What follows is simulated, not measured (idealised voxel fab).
Documented hereafter: the process module known as voxel capacitor over wiring.
We display cut, a cross-section 255 nm in width whose square cells are each 5 nm.
When this document writes out a cross-section, it uses a grid of square cells and lists it as bands, beginning at the top and moving down, with a band standing for one or more rows of cells. What a band's entry tells you: where the top is and where the bottom is, as heights in nm, and after that what lies inside, material by material from left to right, each with its width in nm. Empty space is written as the word "air", and a single material marked with the word "everywhere" occupies the band from edge to edge. Height reference: 0 = level under which incoming wafer is all one material. Lowest band: no bottom, runs on downward, e.g. "0 down". You'd read "30 to 40" like this: the band's top row of cells is as wide as the first number, its bottom row is as wide as the second, and going down, every row changes width by the same amount as the row before did. Key: "no alterations made" - step with no changed cell in the cross-section. The list in "Sealed voids" covers empty spaces of 8 cells or more that cannot reach the top through any open way, and it gives each as width x height at distance; the distance is from the left edge, and width, height and distance are in nm. Note: text after step settings on the step line = simulator remark on that step. overlay nm: right-of-plan distance of the mask on a masked step; negative values mean left-of-plan.
PROCESS STEPS (PLANNED)
1 RECEIVE with material Si
2 CONFORMAL_DEP with material SiO2, thk nm 10
3 CONFORMAL_DEP with material SiCN, thk nm 5
4 DIRECTIONAL_DEP with material SiO2, thk nm 20
5 PATTERN with tone open, mask id METAL_1, material resist, width nm 30, pitch nm 95, thk nm 20, overlay nm 0
6 DIRECTIONAL_ETCH with etch materials SiO2, depth nm 20
7 DIRECTIONAL_ETCH with etch materials SiCN, depth nm 5
8 STRIP with etch materials resist
9 CONFORMAL_DEP with material TiN, thk nm 5
10 FILL_DEP with material Ru, thk nm 5
11 CMP with height nm 35
12 CONFORMAL_DEP with material SiCN, thk nm 5
13 DIRECTIONAL_DEP with material SiO2, thk nm 15
14 PATTERN with tone open, mask id PLUG_1, material resist, width nm 15, thk nm 20, overlay nm 0
15 DIRECTIONAL_ETCH with etch materials SiO2, depth nm 15
16 DIRECTIONAL_ETCH with etch materials SiCN, depth nm 5
17 STRIP with etch materials resist
18 EPI with material Ru, thk nm 10
19 EPI with material Ru, thk nm 10
20 DIRECTIONAL_DEP with material TiN, thk nm 10
21 DIRECTIONAL_DEP with material HfO2, thk nm 5
22 DIRECTIONAL_DEP with material TiN, thk nm 10
23 MASKED_ETCH with tone cover, mask id UPPER_PLATE, width nm 70, etch materials TiN, depth nm 10, overlay nm 0
24 MASKED_ETCH with tone cover, mask id UPPER_PLATE, width nm 70, etch materials HfO2, depth nm 5, overlay nm 0
25 DIRECTIONAL_DEP with material aC, thk nm 15
26 PATTERN with tone cover, mask id LOWER_PLATE, material resist, width nm 80, thk nm 35, overlay nm 0
27 DIRECTIONAL_ETCH with etch materials aC, depth nm 15
28 STRIP with etch materials resist
29 DIRECTIONAL_ETCH with etch materials TiN, depth nm 10
30 STRIP with etch materials aC
31 FILL_DEP with material SiO2, thk nm 15
32 CMP with height nm 90
33 DIRECTIONAL_DEP with material aC, thk nm 15
34 PATTERN with tone open, mask id PLUG_2, material resist, width nm 15, thk nm 30, overlay nm 0
35 DIRECTIONAL_ETCH with etch materials aC, depth nm 15
36 STRIP with etch materials resist
37 DIRECTIONAL_ETCH with etch materials SiO2, depth nm 10
38 STRIP with etch materials aC
39 CONFORMAL_DEP with material TiN, thk nm 5
40 FILL_DEP with material W, thk nm 10
41 CMP with height nm 90
42 CONFORMAL_DEP with material SiN, thk nm 5
RECEIVED-STATE CROSS-SECTION, REFLECTING COMPLETION OF STEP 1
- 0 down = Si everywhere
- Sealed voids: none
CROSS-SECTIONAL VIEW OF THE FIRST OF THE TWO WAFERS UPON COMPLETION OF THE MODULE, PROCESSED IN ACCORDANCE WITH THE PLAN
- 95 to 90 = SiN everywhere
- 90 to 85 = 90 SiO2; 5 TiN; 5 W; 5 TiN; 150 SiO2
- 85 to 80 = 90 SiO2; 15 TiN; 150 SiO2
- 80 to 70 = 80 SiO2; 70 TiN; 105 SiO2
- 70 to 65 = 80 SiO2; 70 HfO2; 105 SiO2
- 65 to 55 = 75 SiO2; 80 TiN; 100 SiO2
- 55 to 40 = 80 SiO2; 15 Ru; 160 SiO2
- 40 to 35 = 80 SiCN; 15 Ru; 160 SiCN
- 35 to 15 = 65 SiO2; 5 TiN; 20 Ru; 5 TiN; 65 SiO2; 5 TiN; 20 Ru; 5 TiN; 65 SiO2
- 15 to 10 = 65 SiCN; 30 TiN; 65 SiCN; 30 TiN; 65 SiCN
- 10 to 0 = SiO2 everywhere
- 0 down = Si everywhere
- Sealed voids: none
CROSS-SECTION AT END OF MODULE FOR THE SECOND WAFER OF TWO, WHICH MATCHED THE FIRST IN STARTING POINT AND PLAN AND DIFFERED BY ONE MISTAKE IN ITS PROCESSING
- 95 to 90 = SiN everywhere
- 90 to 80 = 80 SiO2; 25 TiN; 150 SiO2
- 80 to 75 = 80 SiO2; 25 HfO2; 45 TiN; 105 SiO2
- 75 to 70 = 75 SiO2; 75 TiN; 105 SiO2
- 70 to 65 = 75 SiO2; 30 TiN; 45 HfO2; 105 SiO2
- 65 to 55 = 70 SiO2; 35 Ru; 50 TiN; 100 SiO2
- 55 to 40 = 80 SiO2; 15 Ru; 160 SiO2
- 40 to 35 = 80 SiCN; 15 Ru; 160 SiCN
- 35 to 15 = 65 SiO2; 5 TiN; 20 Ru; 5 TiN; 65 SiO2; 5 TiN; 20 Ru; 5 TiN; 65 SiO2
- 15 to 10 = 65 SiCN; 30 TiN; 65 SiCN; 30 TiN; 65 SiCN
- 10 to 0 = SiO2 everywhere
- 0 down = Si everywhere
- Sealed voids: none
Where did the run depart from the plan? one of the identical steps 18 and 19 ran twice, and which one cannot be pinned down
Counted in cells at the end, the second wafer holds more or fewer of these materials than the first: Ru: 14 more; SiO2: 8 fewer; TiN: 5 fewer; W: 1 fewer
